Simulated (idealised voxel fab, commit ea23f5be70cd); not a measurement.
Process module name: voxel self aligned vias
Section cut is 215 nm wide and gridded with 5 nm square cells.
In this document a cross-section is written as a grid of square cells. It is given as a series of bands, listed from the top down, and a band is one or more rows of cells.
Within each band entry, the heights of the top and of the bottom of the band appear first, in that order and in nm; the materials of the band then follow from left to right, each with its corresponding width in nm. The designation "throughout" on a single material indicates that it fills the band from edge to edge; the designation "air" indicates empty space.
Basically, 0 is our baseline, since under it the wafer straight out of the box is all one material. The bottom band has no lower end and keeps on going down, so it looks like "0..down".
Per-row width for "30 to 40": begins at first number (top row of band), ends at second number (bottom row), increment between rows held constant.
When a step is marked "nothing different", none of the cells in the cross-section changed during that step.
"Enclosed internal voids" specifies each empty space that is not open to the top and that occupies no fewer than 8 cells, using the form width x height at distance, the distance measured from the left edge and all three quantities in nm.
It should be noted that, on the line of a given step, the content following the step's settings is a remark produced by the simulator itself with respect to that step.
When a step includes a mask, the "overlay nm" setting on its line states how far to the right of its planned place that mask lay, and negative values state how far to the left.

These are the steps we planned for the process
1,RECEIVE, material Si
2,CONFORMAL_DEP, material SiO2, thk nm 10
3,CONFORMAL_DEP, material SiCN, thk nm 5
4,DIRECTIONAL_DEP, material lowk, thk nm 20
5,MASKED_ETCH, tone open, mask id LINES, width nm 30, pitch nm 60, etch materials lowk, depth nm 20, overlay nm 0
6,CONFORMAL_DEP, material TiN, thk nm 5
7,FILL_DEP, material W, thk nm 5
8,CMP, height nm 35
9,SELECTIVE_ETCH, etch materials W Ru TiN, depth nm 10
10,FILL_DEP, material SiN, thk nm 10
11,CMP, height nm 35
12,DIRECTIONAL_DEP, material lowk, thk nm 20
13,PATTERN, tone open, mask id VIAS, material resist, width nm 40, pitch nm 60, thk nm 15, overlay nm 0
14,DIRECTIONAL_ETCH, etch materials lowk, depth nm 20
15,DIRECTIONAL_ETCH, etch materials SiN, depth nm 10
16,STRIP, etch materials resist
17,CONFORMAL_DEP, material TiN, thk nm 5
18,FILL_DEP, material Cu, thk nm 10
19,CMP, height nm 55
20,CONFORMAL_DEP, material SiCN, thk nm 5

As-received state of the wafer in cross-section, equivalent to post-step 1
0..down = Si throughout
Enclosed internal voids: none

Cross-section taken at module completion on the first of two wafers; processed per the plan
60..55 = SiCN throughout
55..40 = 25 of lowk, 5 of TiN, 30 of Cu, 5 of TiN, 20 of lowk, 5 of TiN, 30 of Cu, 5 of TiN, 20 of lowk, 5 of TiN, 30 of Cu, 5 of TiN, 30 of lowk
40..30 = 25 to 30 of lowk, 10 to 5 of TiN, 20 of Cu, 10 to 5 of TiN, 20 to 30 of lowk, 10 to 5 of TiN, 20 of Cu, 10 to 5 of TiN, 20 to 30 of lowk, 10 to 5 of TiN, 20 of Cu, 10 to 5 of TiN, 30 to 35 of lowk
30..25 = 30 of lowk, 30 of TiN, 30 of lowk, 30 of TiN, 30 of lowk, 30 of TiN, 35 of lowk
25..20 = 30 of lowk, 5 of TiN, 20 of W, 5 of TiN, 30 of lowk, 5 of TiN, 20 of W, 5 of TiN, 30 of lowk, 5 of TiN, 20 of W, 5 of TiN, 35 of lowk
20..15 = 30 of lowk, 30 of TiN, 30 of lowk, 30 of TiN, 30 of lowk, 30 of TiN, 35 of lowk
15..10 = SiCN throughout
10..0 = SiO2 throughout
0..down = Si throughout
Enclosed internal voids: none

Second wafer at the end: like start, like plan, one mistake
60..55 = SiCN throughout
55..40 = 25 of lowk, 5 of TiN, 30 of Cu, 5 of TiN, 20 of lowk, 5 of TiN, 30 of Cu, 5 of TiN, 20 of lowk, 5 of TiN, 30 of Cu, 5 of TiN, 30 of lowk
40..30 = 25 of lowk, 5 of TiN, 20 of Cu, 15 to 5 of TiN, 20 to 30 of lowk, 5 of TiN, 20 of Cu, 15 to 5 of TiN, 20 to 30 of lowk, 5 of TiN, 20 of Cu, 15 to 5 of TiN, 30 to 40 of lowk
30..25 = 25 of lowk, 30 of TiN, 30 of lowk, 30 of TiN, 30 of lowk, 30 of TiN, 40 of lowk
25..20 = 25 of lowk, 5 of TiN, 20 of W, 5 of TiN, 30 of lowk, 5 of TiN, 20 of W, 5 of TiN, 30 of lowk, 5 of TiN, 20 of W, 5 of TiN, 40 of lowk
20..15 = 25 of lowk, 30 of TiN, 30 of lowk, 30 of TiN, 30 of lowk, 30 of TiN, 40 of lowk
15..10 = SiCN throughout
10..0 = SiO2 throughout
0..down = Si throughout
Enclosed internal voids: none
Plan not followed: so step 5 ended up running with a different setting than we planned, it ran as MASKED_ETCH, tone open, mask id LINES, width nm 30, pitch nm 60, etch materials lowk, depth nm 20, overlay nm -5
Same inventory, different map: at the end, the second wafer holds as many cells of each material as the first, placed elsewhere.
